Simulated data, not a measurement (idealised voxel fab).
Herein follows the process module entitled voxel wiring stack.
Section cut is 195 nm wide and gridded with 5 nm square cells.
The cross-sections in this document take the form of a grid made of square cells. They are written out as bands, in order from top to bottom. Each band consists of one or more rows of cells.
For a band, the entry starts with two heights in nm, that of the top and then that of the bottom, and carries on with the band's materials in order from left to right, each alongside its width in nm; the word "throughout" beside a single material means it fills the band edge to edge, and "empty" means empty space.
Height is counted from the level 0, under which the received wafer is composed throughout of one material. The lowest of the bands is not closed at the bottom but continues downward, in the notation "0..down".
The expression "30..40" gives the width at the extremes of the band, the first number at its top row of cells and the second at its bottom row, with the width changing by equal amounts from each row to the next in between.
Key: "remained the same" - step with no changed cell in the cross-section.
Enclosed voids (no open way to top), threshold 8 cells or more, entry "Closed cavity list", notation width x height at distance, distance from left edge, nm.
Post-settings text on a step line: simulator's own remark regarding the step.
On any step carrying a mask, the "overlay nm" setting, if present on the step's line, tells how far right of its planned place the mask lay; negative values point to the left.
**plan**
1,RECEIVE, material Si
2,CONFORMAL_DEP, material SiO2, thk nm 15
3,CONFORMAL_DEP, material SiN, thk nm 5
4,DIRECTIONAL_DEP, material lowk, thk nm 25
5,DIRECTIONAL_DEP, material aC, thk nm 15
6,PATTERN, tone open, mask id METAL_1, material resist, width nm 25, pitch nm 55, thk nm 35, overlay nm 0
7,DIRECTIONAL_ETCH, etch materials aC, depth nm 15
8,STRIP, etch materials resist
9,DIRECTIONAL_ETCH, etch materials lowk, depth nm 25
10,DIRECTIONAL_ETCH, etch materials SiN, depth nm 5
11,STRIP, etch materials aC
12,CONFORMAL_DEP, material TiN, thk nm 5
13,FILL_DEP, material Ru, thk nm 5
14,CMP, height nm 45
15,CONFORMAL_DEP, material SiCN, thk nm 5
16,DIRECTIONAL_DEP, material SiO2, thk nm 30
17,PATTERN, tone open, mask id METAL_2, material resist, width nm 25, pitch nm 55, thk nm 15, overlay nm 0
18,DIRECTIONAL_ETCH, etch materials SiO2, depth nm 20
19,STRIP, etch materials resist
20,DIRECTIONAL_DEP, material aC, thk nm 15
21,PATTERN, tone open, mask id METAL_2_HOLES, material resist, width nm 15, pitch nm 55, thk nm 35, overlay nm 0
22,DIRECTIONAL_ETCH, etch materials aC, depth nm 15
23,STRIP, etch materials resist
24,DIRECTIONAL_ETCH, etch materials SiO2, depth nm 10
25,DIRECTIONAL_ETCH, etch materials SiCN, depth nm 5
26,STRIP, etch materials aC
27,CONFORMAL_DEP, material TiN, thk nm 5
28,FILL_DEP, material Cu, thk nm 5
29,CMP, height nm 80
30,CONFORMAL_DEP, material SiCN, thk nm 5
31,DIRECTIONAL_DEP, material SiO2, thk nm 35
32,PATTERN, tone open, mask id METAL_3_HOLES, material resist, width nm 15, thk nm 20, overlay nm 0
33,DIRECTIONAL_ETCH, etch materials SiO2, depth nm 35
34,STRIP, etch materials resist
35,DIRECTIONAL_DEP, material aC, thk nm 15
36,PATTERN, tone open, mask id METAL_3, material resist, width nm 25, pitch nm 55, thk nm 35, overlay nm 0
37,DIRECTIONAL_ETCH, etch materials aC, depth nm 15
38,STRIP, etch materials resist
39,DIRECTIONAL_ETCH, etch materials SiO2, depth nm 20
40,DIRECTIONAL_ETCH, etch materials SiCN, depth nm 5
41,STRIP, etch materials aC
42,CONFORMAL_DEP, material TiN, thk nm 5
43,FILL_DEP, material Cu, thk nm 10
44,CMP, height nm 120
45,CONFORMAL_DEP, material SiCN, thk nm 5
**Cross-section: wafer on arrival = after step 1**
> 0..down: Si throughout
> Closed cavity list: none
**Looking at the first of two wafers in cross-section at end of module - ran to plan**
> 125..120: SiCN throughout
> 120..105: 55 of SiO2 | 5 of TiN | 15 of Cu | 5 of TiN | 30 of SiO2 | 5 of TiN | 15 of Cu | 5 of TiN | 60 of SiO2
> 105..100: 55 of SiO2 | 5 of TiN | 5 of Cu | 15 of TiN | 30 of SiO2 | 25 of TiN | 60 of SiO2
> 100..85: 55 of SiO2 | 5 of TiN | 5 of Cu | 5 of TiN | 125 of SiO2
> 85..80: 55 of SiCN | 15 of TiN | 125 of SiCN
> 80..65: 55 of SiO2 | 5 of TiN | 15 of Cu | 5 of TiN | 30 of SiO2 | 5 of TiN | 15 of Cu | 5 of TiN | 60 of SiO2
> 65..60: 55 of SiO2 | 5 of TiN | 5 of Cu | 15 of TiN | 30 of SiO2 | 5 of TiN | 5 of Cu | 15 of TiN | 60 of SiO2
> 60..50: 55 of SiO2 | 5 of TiN | 5 of Cu | 5 of TiN | 40 of SiO2 | 5 of TiN | 5 of Cu | 5 of TiN | 70 of SiO2
> 50..45: 55 of SiCN | 15 of TiN | 40 of SiCN | 15 of TiN | 70 of SiCN
> 45..20: 55 of lowk | 5 of TiN | 15 of Ru | 5 of TiN | 30 of lowk | 5 of TiN | 15 of Ru | 5 of TiN | 60 of lowk
> 20..15: 55 of SiN | 25 of TiN | 30 of SiN | 25 of TiN | 60 of SiN
> 15..0: SiO2 throughout
> 0..down: Si throughout
> Closed cavity list: none
**This is the second of the two wafers, cross-sectioned at the end of the module; it started exactly like the first and was given the same plan, but it was run with one mistake**
> 125..120: SiCN throughout
> 120..105: 55 of SiO2 | 5 of TiN | 15 of Cu | 5 of TiN | 30 of SiO2 | 5 of TiN | 15 of Cu | 5 of TiN | 60 of SiO2
> 105..100: 55 of SiO2 | 5 of TiN | 5 of Cu | 15 of TiN | 30 of SiO2 | 25 of TiN | 60 of SiO2
> 100..85: 55 of SiO2 | 5 of TiN | 5 of Cu | 5 of TiN | 125 of SiO2
> 85..80: 55 of SiCN | 15 of TiN | 125 of SiCN
> 80..65: 55 of SiO2 | 5 of TiN | 15 of Cu | 5 of TiN | 30 of SiO2 | 5 of TiN | 15 of Cu | 5 of TiN | 60 of SiO2
> 65..60: 55 of SiO2 | 5 of TiN | 5 of Cu | 15 of TiN | 30 of SiO2 | 5 of TiN | 5 of Cu | 15 of TiN | 60 of SiO2
> 60..50: 55 of SiO2 | 5 of TiN | 5 of Cu | 5 of TiN | 40 of SiO2 | 5 of TiN | 5 of Cu | 5 of TiN | 70 of SiO2
> 50..45: 55 of SiCN | 15 of TiN | 40 of SiCN | 15 of TiN | 70 of SiCN
> 45..25: 55 of lowk | 5 of TiN | 15 of Ru | 5 of TiN | 30 of lowk | 5 of TiN | 15 of Ru | 5 of TiN | 60 of lowk
> 25..20: 55 of lowk | 25 of TiN | 30 of lowk | 25 of TiN | 60 of lowk
> 20..5: SiO2 throughout
> 5..0: SiN throughout
> 0..down: Si throughout
> Closed cavity list: none
Error vs. plan: ran 2 and 3 in swapped order versus the plan
Final cells, second wafer relative to first, materials higher or lower: Ru: 6 fewer, SiN: 10 more, TiN: 4 fewer
